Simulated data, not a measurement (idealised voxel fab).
The following is a process module called voxel lift off.
Cross-section cut spans 300 nm and uses square cells 5 nm in size.
Notation: cross-section as square-cell grid; stated in bands, top first, going down; one or more cell rows per band.
For a band, the entry starts with two heights in nm, that of the top and then that of the bottom, and carries on with the band's materials in order from left to right, each alongside its width in nm; the word "everywhere" beside a single material means it fills the band edge to edge, and "air" means empty space.
Where do heights start? At 0: under that level the wafer as delivered is made of one material only. And the lowest band has no floor; it just carries on downward, as in "0 and below".
You'd read "30->40" like this: the band's top row of cells is as wide as the first number, its bottom row is as wide as the second, and going down, every row changes width by the same amount as the row before did.
What does "stayed the same" mean for a step? It means no cell of the cross-section changed in that step.
Basically, "Completely sealed voids" tells you about the enclosed voids: empty spaces with no open way to the top, 8 cells or bigger, each written width x height at distance, where distance is from the left edge, all in nm.
Past the settings on a step's line: simulator remark, on that step.
A step line may carry the setting "overlay nm", which, for steps involving a mask, states the distance by which the mask lay to the right of its intended position; negative values denote displacement to the left.
### Set out below are the planned steps of the process
1) RECEIVE (material Si)
2) CONFORMAL_DEP (material Al2O3; thk nm 5)
3) PATTERN (tone open; mask id LINES; material resist; width nm 20; pitch nm 45; thk nm 15; overlay nm 0)
4) DIRECTIONAL_DEP (material Ru; thk nm 5)
5) STRIP (etch materials resist)
6) CONFORMAL_DEP (material SiO2; thk nm 5)
### As-received wafer cross-section (after step 1)
    0 and below | Si everywhere
    Completely sealed voids: none
### a wafer at the end: this start, this plan, one mistake
    15 down to 10 | 100 of SiO2  10 of air  35 of SiO2  10 of air  35 of SiO2  10 of air  100 of SiO2
    10 down to 5 | 95 of Ru  20 of SiO2  25 of Ru  20 of SiO2  25 of Ru  20 of SiO2  95 of Ru
    5 down to 0 | Al2O3 everywhere
    0 and below | Si everywhere
    Completely sealed voids: none
Short version of what went wrong: rather than as planned, step 3 actually ran as PATTERN (tone cover; mask id LINES; material resist; width nm 20; pitch nm 45; thk nm 15; overlay nm 0)
